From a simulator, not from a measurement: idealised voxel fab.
The process module that follows is named voxel capacitor over wiring.
The cross-section shown here is cut; it is 170 nm wide and divided into square cells measuring 5 nm on a side.
Think of the cross-section as a grid of square cells. We describe it in bands, top to bottom, and each band covers one or more rows of those cells. In this notation a band is specified by the heights of its top and bottom, in that order and in nm, after which its materials appear from left to right, each paired with its width in nm. The word "full width" attached to a single material means that material fills the band from edge to edge; the word "air" stands for empty space. Zero point of the height axis is 0; under it, received wafer = one material. Lowest band: continues down indefinitely, "0 down". Graded width ("30..40"): value in top row of band = first number; value in bottom row = second number; row-to-row change constant. The cross-section has no changed cell in any step marked "same as before". "Unvented internal voids" specifies each empty space that is not open to the top and that occupies no fewer than 8 cells, using the form width x height at distance, the distance measured from the left edge and all three quantities in nm. after a step's settings: what the simulator itself notes on the step. overlay nm: step with mask; distance mask lay right of planned place; negative value = left of planned place.

[Intended process steps]
1. RECEIVE (material Si)
2. CONFORMAL_DEP (material SiO2; thk nm 10)
3. DIRECTIONAL_DEP (material TiN; thk nm 5)
4. DIRECTIONAL_DEP (material Ru; thk nm 15)
5. DIRECTIONAL_DEP (material aC; thk nm 15)
6. PATTERN (tone cover; mask id METAL_1; material resist; width nm 20; pitch nm 80; thk nm 35; overlay nm 0)
7. DIRECTIONAL_ETCH (etch materials aC; depth nm 15)
8. STRIP (etch materials resist)
9. DIRECTIONAL_ETCH (etch materials Ru; depth nm 15)
10. DIRECTIONAL_ETCH (etch materials TiN; depth nm 5)
11. STRIP (etch materials aC)
12. FILL_DEP (material SiO2; thk nm 10)
13. CMP (height nm 30)
14. CONFORMAL_DEP (material SiCN; thk nm 5)
15. DIRECTIONAL_DEP (material lowk; thk nm 15)
16. DIRECTIONAL_DEP (material aC; thk nm 15)
17. PATTERN (tone open; mask id PLUG_1; material resist; width nm 15; thk nm 30; overlay nm 0)
18. DIRECTIONAL_ETCH (etch materials aC; depth nm 15)
19. STRIP (etch materials resist)
20. DIRECTIONAL_ETCH (etch materials lowk; depth nm 15)
21. DIRECTIONAL_ETCH (etch materials SiCN; depth nm 5)
22. STRIP (etch materials aC)
23. CONFORMAL_DEP (material TiN; thk nm 5)
24. FILL_DEP (material W; thk nm 5)
25. CMP (height nm 50)
26. DIRECTIONAL_DEP (material TiN; thk nm 10)
27. DIRECTIONAL_DEP (material SiN; thk nm 5)
28. DIRECTIONAL_DEP (material TiN; thk nm 10)
29. MASKED_ETCH (tone cover; mask id UPPER_PLATE; width nm 65; etch materials TiN; depth nm 10; overlay nm 0)
30. MASKED_ETCH (tone cover; mask id UPPER_PLATE; width nm 65; etch materials SiN; depth nm 5; overlay nm 0)
31. PATTERN (tone cover; mask id LOWER_PLATE; material resist; width nm 75; thk nm 20; overlay nm 0)
32. DIRECTIONAL_ETCH (etch materials TiN; depth nm 10)
33. STRIP (etch materials resist)
34. FILL_DEP (material SiO2; thk nm 15)
35. CMP (height nm 85)
36. DIRECTIONAL_DEP (material aC; thk nm 15)
37. PATTERN (tone open; mask id PLUG_2; material resist; width nm 15; thk nm 30; overlay nm 0)
38. DIRECTIONAL_ETCH (etch materials aC; depth nm 15)
39. STRIP (etch materials resist)
40. DIRECTIONAL_ETCH (etch materials SiO2; depth nm 10)
41. STRIP (etch materials aC)
42. CONFORMAL_DEP (material TiN; thk nm 5)
43. FILL_DEP (material Cu; thk nm 5)
44. CMP (height nm 85)
45. CONFORMAL_DEP (material SiN; thk nm 5)

[first wafer, as planned]

[Incoming wafer, cross-sectional view, post step 1]
> 0 down = Si full width
> Unvented internal voids: none

[Cross-sectional representation of the wafer at the conclusion of step 2]
> 10 to 0 = SiO2 full width
> Whatever lies below 0 is exactly as it was before.

[Cross-sectional representation of the wafer at the conclusion of step 3]
> 15 to 10 = TiN full width
> Whatever lies below 10 is exactly as it was before.

[Cross-sectional representation of the wafer at the conclusion of step 4]
> 30 to 15 = Ru full width
> Whatever lies below 15 is exactly as it was before.

[Cross-sectional representation of the wafer at the conclusion of step 5]
> 45 to 30 = aC full width
> Whatever lies below 30 is exactly as it was before.

[Cross-sectional representation of the wafer at the conclusion of step 6]
> 80 to 45 = air=35 | resist=20 | air=60 | resist=20 | air=35
> Whatever lies below 45 is exactly as it was before.

[Cross-sectional representation of the wafer at the conclusion of step 7]
> 65 to 45 = air=35 | resist=20 | air=60 | resist=20 | air=35
> 45 to 30 = air=35 | aC=20 | air=60 | aC=20 | air=35
> Whatever lies below 30 is exactly as it was before.

[Cross-sectional representation of the wafer at the conclusion of step 8]
> 45 to 30 = air=35 | aC=20 | air=60 | aC=20 | air=35
> Whatever lies below 30 is exactly as it was before.

[Cross-sectional representation of the wafer at the conclusion of step 9]
> 45 to 30 = air=35 | aC=20 | air=60 | aC=20 | air=35
> 30 to 15 = air=35 | Ru=20 | air=60 | Ru=20 | air=35
> Whatever lies below 15 is exactly as it was before.

[Cross-sectional representation of the wafer at the conclusion of step 10]
> 45 to 30 = air=35 | aC=20 | air=60 | aC=20 | air=35
> 30 to 15 = air=35 | Ru=20 | air=60 | Ru=20 | air=35
> 15 to 10 = air=35 | TiN=20 | air=60 | TiN=20 | air=35
> Whatever lies below 10 is exactly as it was before.

[Cross-sectional representation of the wafer at the conclusion of step 11]
> 30 to 15 = air=35 | Ru=20 | air=60 | Ru=20 | air=35
> Whatever lies below 15 is exactly as it was before.

[Cross-sectional representation of the wafer at the conclusion of step 12]
> 40 to 30 = SiO2 full width
> 30 to 15 = SiO2=35 | Ru=20 | SiO2=60 | Ru=20 | SiO2=35
> 15 to 10 = SiO2=35 | TiN=20 | SiO2=60 | TiN=20 | SiO2=35
> Whatever lies below 10 is exactly as it was before.

[Cross-sectional representation of the wafer at the conclusion of step 13]
> 30 to 15 = SiO2=35 | Ru=20 | SiO2=60 | Ru=20 | SiO2=35
> Whatever lies below 15 is exactly as it was before.

[Cross-sectional representation of the wafer at the conclusion of step 14]
> 35 to 30 = SiCN full width
> Whatever lies below 30 is exactly as it was before.

[Cross-sectional representation of the wafer at the conclusion of step 15]
> 50 to 35 = lowk full width
> Whatever lies below 35 is exactly as it was before.

[Cross-sectional representation of the wafer at the conclusion of step 16]
> 65 to 50 = aC full width
> Whatever lies below 50 is exactly as it was before.

[Cross-sectional representation of the wafer at the conclusion of step 17]
> 95 to 65 = resist=40 | air=15 | resist=115
> Whatever lies below 65 is exactly as it was before.

[Cross-sectional representation of the wafer at the conclusion of step 18]
> 80 to 65 = resist=40 | air=15 | resist=115
> 65 to 50 = aC=40 | air=15 | aC=115
> Whatever lies below 50 is exactly as it was before.

[Cross-sectional representation of the wafer at the conclusion of step 19]
> 65 to 50 = aC=40 | air=15 | aC=115
> Whatever lies below 50 is exactly as it was before.

[Cross-sectional representation of the wafer at the conclusion of step 20]
> 65 to 50 = aC=40 | air=15 | aC=115
> 50 to 35 = lowk=40 | air=15 | lowk=115
> Whatever lies below 35 is exactly as it was before.

[Cross-sectional representation of the wafer at the conclusion of step 21]
> 65 to 50 = aC=40 | air=15 | aC=115
> 50 to 35 = lowk=40 | air=15 | lowk=115
> 35 to 30 = SiCN=40 | air=15 | SiCN=115
> Whatever lies below 30 is exactly as it was before.

[Cross-sectional representation of the wafer at the conclusion of step 22]
> 50 to 35 = lowk=40 | air=15 | lowk=115
> Whatever lies below 35 is exactly as it was before.

[Cross-sectional representation of the wafer at the conclusion of step 23]
> 55 to 50 = TiN=45 | air=5 | TiN=120
> 50 to 35 = lowk=40 | TiN=5 | air=5 | TiN=5 | lowk=115
> 35 to 30 = SiCN=40 | TiN=15 | SiCN=115
> Whatever lies below 30 is exactly as it was before.

[Cross-sectional representation of the wafer at the conclusion of step 24]
> 60 to 55 = W full width
> 55 to 50 = TiN=45 | W=5 | TiN=120
> 50 to 35 = lowk=40 | TiN=5 | W=5 | TiN=5 | lowk=115
> Whatever lies below 35 is exactly as it was before.

[Cross-sectional representation of the wafer at the conclusion of step 25]
> 50 to 35 = lowk=40 | TiN=5 | W=5 | TiN=5 | lowk=115
> Whatever lies below 35 is exactly as it was before.

[Cross-sectional representation of the wafer at the conclusion of step 26]
> 60 to 50 = TiN full width
> Whatever lies below 50 is exactly as it was before.

[Cross-sectional representation of the wafer at the conclusion of step 27]
> 65 to 60 = SiN full width
> Whatever lies below 60 is exactly as it was before.

[Cross-sectional representation of the wafer at the conclusion of step 28]
> 75 to 65 = TiN full width
> Whatever lies below 65 is exactly as it was before.

[Cross-sectional representation of the wafer at the conclusion of step 29]
> 75 to 65 = air=40 | TiN=65 | air=65
> Whatever lies below 65 is exactly as it was before.

[Cross-sectional representation of the wafer at the conclusion of step 30]
> 75 to 65 = air=40 | TiN=65 | air=65
> 65 to 60 = air=40 | SiN=65 | air=65
> Whatever lies below 60 is exactly as it was before.

[Cross-sectional representation of the wafer at the conclusion of step 31]
> 95 to 75 = air=35 | resist=75 | air=60
> 75 to 65 = air=35 | resist=5 | TiN=65 | resist=5 | air=60
> 65 to 60 = air=35 | resist=5 | SiN=65 | resist=5 | air=60
> Whatever lies below 60 is exactly as it was before.

[Cross-sectional representation of the wafer at the conclusion of step 32]
> 95 to 75 = air=35 | resist=75 | air=60
> 75 to 65 = air=35 | resist=5 | TiN=65 | resist=5 | air=60
> 65 to 60 = air=35 | resist=5 | SiN=65 | resist=5 | air=60
> 60 to 50 = air=35 | TiN=75 | air=60
> Whatever lies below 50 is exactly as it was before.

[Cross-sectional representation of the wafer at the conclusion of step 33]
> 75 to 65 = air=40 | TiN=65 | air=65
> 65 to 60 = air=40 | SiN=65 | air=65
> Whatever lies below 60 is exactly as it was before.

[Cross-sectional representation of the wafer at the conclusion of step 34]
> 90 to 75 = SiO2 full width
> 75 to 65 = SiO2=40 | TiN=65 | SiO2=65
> 65 to 60 = SiO2=40 | SiN=65 | SiO2=65
> 60 to 50 = SiO2=35 | TiN=75 | SiO2=60
> Whatever lies below 50 is exactly as it was before.

[Cross-sectional representation of the wafer at the conclusion of step 35]
> 85 to 75 = SiO2 full width
> Whatever lies below 75 is exactly as it was before.

[Cross-sectional representation of the wafer at the conclusion of step 36]
> 100 to 85 = aC full width
> Whatever lies below 85 is exactly as it was before.

[Cross-sectional representation of the wafer at the conclusion of step 37]
> 130 to 100 = resist=50 | air=15 | resist=105
> Whatever lies below 100 is exactly as it was before.

[Cross-sectional representation of the wafer at the conclusion of step 38]
> 115 to 100 = resist=50 | air=15 | resist=105
> 100 to 85 = aC=50 | air=15 | aC=105
> Whatever lies below 85 is exactly as it was before.

[Cross-sectional representation of the wafer at the conclusion of step 39]
> 100 to 85 = aC=50 | air=15 | aC=105
> Whatever lies below 85 is exactly as it was before.

[Cross-sectional representation of the wafer at the conclusion of step 40]
> 100 to 85 = aC=50 | air=15 | aC=105
> 85 to 75 = SiO2=50 | air=15 | SiO2=105
> Whatever lies below 75 is exactly as it was before.

[Cross-sectional representation of the wafer at the conclusion of step 41]
> 85 to 75 = SiO2=50 | air=15 | SiO2=105
> Whatever lies below 75 is exactly as it was before.

[Cross-sectional representation of the wafer at the conclusion of step 42]
> 90 to 85 = TiN=55 | air=5 | TiN=110
> 85 to 80 = SiO2=50 | TiN=5 | air=5 | TiN=5 | SiO2=105
> 80 to 75 = SiO2=50 | TiN=15 | SiO2=105
> Whatever lies below 75 is exactly as it was before.

[Cross-sectional representation of the wafer at the conclusion of step 43]
> 95 to 90 = Cu full width
> 90 to 85 = TiN=55 | Cu=5 | TiN=110
> 85 to 80 = SiO2=50 | TiN=5 | Cu=5 | TiN=5 | SiO2=105
> Whatever lies below 80 is exactly as it was before.

[Cross-sectional representation of the wafer at the conclusion of step 44]
> 85 to 80 = SiO2=50 | TiN=5 | Cu=5 | TiN=5 | SiO2=105
> Whatever lies below 80 is exactly as it was before.

[Cross-sectional representation of the wafer at the conclusion of step 45]
> 90 to 85 = SiN full width
> Whatever lies below 85 is exactly as it was before.

[The Second Wafer: Common Origin and Plan, One Mistake in Execution, Identical to the First Through Step 2]

[Second wafer at the planned finish of step 3, seen in cross-section]
> 25 to 10 = Ru full width
> Whatever lies below 10 is exactly as it was before.

[Second wafer at the planned finish of step 4, seen in cross-section]
> 30 to 25 = TiN full width
> Whatever lies below 25 is exactly as it was before.

[Second wafer at the planned finish of step 5, seen in cross-section]
> 45 to 30 = aC full width
> Whatever lies below 30 is exactly as it was before.

[Second wafer at the planned finish of step 6, seen in cross-section]
> 80 to 45 = air=35 | resist=20 | air=60 | resist=20 | air=35
> Whatever lies below 45 is exactly as it was before.

[Second wafer at the planned finish of step 7, seen in cross-section]
> 65 to 45 = air=35 | resist=20 | air=60 | resist=20 | air=35
> 45 to 30 = air=35 | aC=20 | air=60 | aC=20 | air=35
> Whatever lies below 30 is exactly as it was before.

[Second wafer at the planned finish of step 8, seen in cross-section]
> 45 to 30 = air=35 | aC=20 | air=60 | aC=20 | air=35
> Whatever lies below 30 is exactly as it was before.

Second wafer at the planned finish of step 9, seen in cross-section: same as before

[Second wafer at the planned finish of step 10, seen in cross-section]
> 45 to 30 = air=35 | aC=20 | air=60 | aC=20 | air=35
> 30 to 25 = air=35 | TiN=20 | air=60 | TiN=20 | air=35
> Whatever lies below 25 is exactly as it was before.

[Second wafer at the planned finish of step 11, seen in cross-section]
> 30 to 25 = air=35 | TiN=20 | air=60 | TiN=20 | air=35
> Whatever lies below 25 is exactly as it was before.

[Second wafer at the planned finish of step 12, seen in cross-section]
> 40 to 30 = SiO2 full width
> 30 to 25 = SiO2=35 | TiN=20 | SiO2=60 | TiN=20 | SiO2=35
> Whatever lies below 25 is exactly as it was before.

[Second wafer at the planned finish of step 13, seen in cross-section]
> 30 to 25 = SiO2=35 | TiN=20 | SiO2=60 | TiN=20 | SiO2=35
> Whatever lies below 25 is exactly as it was before.

[Second wafer at the planned finish of step 14, seen in cross-section]
> 35 to 30 = SiCN full width
> Whatever lies below 30 is exactly as it was before.

[Second wafer at the planned finish of step 15, seen in cross-section]
> 50 to 35 = lowk full width
> Whatever lies below 35 is exactly as it was before.

[Second wafer at the planned finish of step 16, seen in cross-section]
> 65 to 50 = aC full width
> Whatever lies below 50 is exactly as it was before.

[Second wafer at the planned finish of step 17, seen in cross-section]
> 95 to 65 = resist=40 | air=15 | resist=115
> Whatever lies below 65 is exactly as it was before.

[Second wafer at the planned finish of step 18, seen in cross-section]
> 80 to 65 = resist=40 | air=15 | resist=115
> 65 to 50 = aC=40 | air=15 | aC=115
> Whatever lies below 50 is exactly as it was before.

[Second wafer at the planned finish of step 19, seen in cross-section]
> 65 to 50 = aC=40 | air=15 | aC=115
> Whatever lies below 50 is exactly as it was before.

[Second wafer at the planned finish of step 20, seen in cross-section]
> 65 to 50 = aC=40 | air=15 | aC=115
> 50 to 35 = lowk=40 | air=15 | lowk=115
> Whatever lies below 35 is exactly as it was before.

[Second wafer at the planned finish of step 21, seen in cross-section]
> 65 to 50 = aC=40 | air=15 | aC=115
> 50 to 35 = lowk=40 | air=15 | lowk=115
> 35 to 30 = SiCN=40 | air=15 | SiCN=115
> Whatever lies below 30 is exactly as it was before.

[Second wafer at the planned finish of step 22, seen in cross-section]
> 50 to 35 = lowk=40 | air=15 | lowk=115
> Whatever lies below 35 is exactly as it was before.

[Second wafer at the planned finish of step 23, seen in cross-section]
> 55 to 50 = TiN=45 | air=5 | TiN=120
> 50 to 35 = lowk=40 | TiN=5 | air=5 | TiN=5 | lowk=115
> 35 to 30 = SiCN=40 | TiN=15 | SiCN=115
> Whatever lies below 30 is exactly as it was before.

[Second wafer at the planned finish of step 24, seen in cross-section]
> 60 to 55 = W full width
> 55 to 50 = TiN=45 | W=5 | TiN=120
> 50 to 35 = lowk=40 | TiN=5 | W=5 | TiN=5 | lowk=115
> Whatever lies below 35 is exactly as it was before.

[Second wafer at the planned finish of step 25, seen in cross-section]
> 50 to 35 = lowk=40 | TiN=5 | W=5 | TiN=5 | lowk=115
> Whatever lies below 35 is exactly as it was before.

[Second wafer at the planned finish of step 26, seen in cross-section]
> 60 to 50 = TiN full width
> Whatever lies below 50 is exactly as it was before.

[Second wafer at the planned finish of step 27, seen in cross-section]
> 65 to 60 = SiN full width
> Whatever lies below 60 is exactly as it was before.

[Second wafer at the planned finish of step 28, seen in cross-section]
> 75 to 65 = TiN full width
> Whatever lies below 65 is exactly as it was before.

[Second wafer at the planned finish of step 29, seen in cross-section]
> 75 to 65 = air=40 | TiN=65 | air=65
> Whatever lies below 65 is exactly as it was before.

[Second wafer at the planned finish of step 30, seen in cross-section]
> 75 to 65 = air=40 | TiN=65 | air=65
> 65 to 60 = air=40 | SiN=65 | air=65
> Whatever lies below 60 is exactly as it was before.

[Second wafer at the planned finish of step 31, seen in cross-section]
> 95 to 75 = air=35 | resist=75 | air=60
> 75 to 65 = air=35 | resist=5 | TiN=65 | resist=5 | air=60
> 65 to 60 = air=35 | resist=5 | SiN=65 | resist=5 | air=60
> Whatever lies below 60 is exactly as it was before.

[Second wafer at the planned finish of step 32, seen in cross-section]
> 95 to 75 = air=35 | resist=75 | air=60
> 75 to 65 = air=35 | resist=5 | TiN=65 | resist=5 | air=60
> 65 to 60 = air=35 | resist=5 | SiN=65 | resist=5 | air=60
> 60 to 50 = air=35 | TiN=75 | air=60
> Whatever lies below 50 is exactly as it was before.

[Second wafer at the planned finish of step 33, seen in cross-section]
> 75 to 65 = air=40 | TiN=65 | air=65
> 65 to 60 = air=40 | SiN=65 | air=65
> Whatever lies below 60 is exactly as it was before.

[Second wafer at the planned finish of step 34, seen in cross-section]
> 90 to 75 = SiO2 full width
> 75 to 65 = SiO2=40 | TiN=65 | SiO2=65
> 65 to 60 = SiO2=40 | SiN=65 | SiO2=65
> 60 to 50 = SiO2=35 | TiN=75 | SiO2=60
> Whatever lies below 50 is exactly as it was before.

[Second wafer at the planned finish of step 35, seen in cross-section]
> 85 to 75 = SiO2 full width
> Whatever lies below 75 is exactly as it was before.

[Second wafer at the planned finish of step 36, seen in cross-section]
> 100 to 85 = aC full width
> Whatever lies below 85 is exactly as it was before.

[Second wafer at the planned finish of step 37, seen in cross-section]
> 130 to 100 = resist=50 | air=15 | resist=105
> Whatever lies below 100 is exactly as it was before.

[Second wafer at the planned finish of step 38, seen in cross-section]
> 115 to 100 = resist=50 | air=15 | resist=105
> 100 to 85 = aC=50 | air=15 | aC=105
> Whatever lies below 85 is exactly as it was before.

[Second wafer at the planned finish of step 39, seen in cross-section]
> 100 to 85 = aC=50 | air=15 | aC=105
> Whatever lies below 85 is exactly as it was before.

[Second wafer at the planned finish of step 40, seen in cross-section]
> 100 to 85 = aC=50 | air=15 | aC=105
> 85 to 75 = SiO2=50 | air=15 | SiO2=105
> Whatever lies below 75 is exactly as it was before.

[Second wafer at the planned finish of step 41, seen in cross-section]
> 85 to 75 = SiO2=50 | air=15 | SiO2=105
> Whatever lies below 75 is exactly as it was before.

[Second wafer at the planned finish of step 42, seen in cross-section]
> 90 to 85 = TiN=55 | air=5 | TiN=110
> 85 to 80 = SiO2=50 | TiN=5 | air=5 | TiN=5 | SiO2=105
> 80 to 75 = SiO2=50 | TiN=15 | SiO2=105
> Whatever lies below 75 is exactly as it was before.

[Second wafer at the planned finish of step 43, seen in cross-section]
> 95 to 90 = Cu full width
> 90 to 85 = TiN=55 | Cu=5 | TiN=110
> 85 to 80 = SiO2=50 | TiN=5 | Cu=5 | TiN=5 | SiO2=105
> Whatever lies below 80 is exactly as it was before.

[Second wafer at the planned finish of step 44, seen in cross-section]
> 85 to 80 = SiO2=50 | TiN=5 | Cu=5 | TiN=5 | SiO2=105
> Whatever lies below 80 is exactly as it was before.

[Second wafer at the planned finish of step 45, seen in cross-section]
> 90 to 85 = SiN full width
> Whatever lies below 85 is exactly as it was before.
What broke from the plan during processing? so 3 and 4 got swapped relative to the plan, each ran where the other was supposed to
Cell-count delta at end, second wafer over first, by material: +78 Ru | -78 SiO2
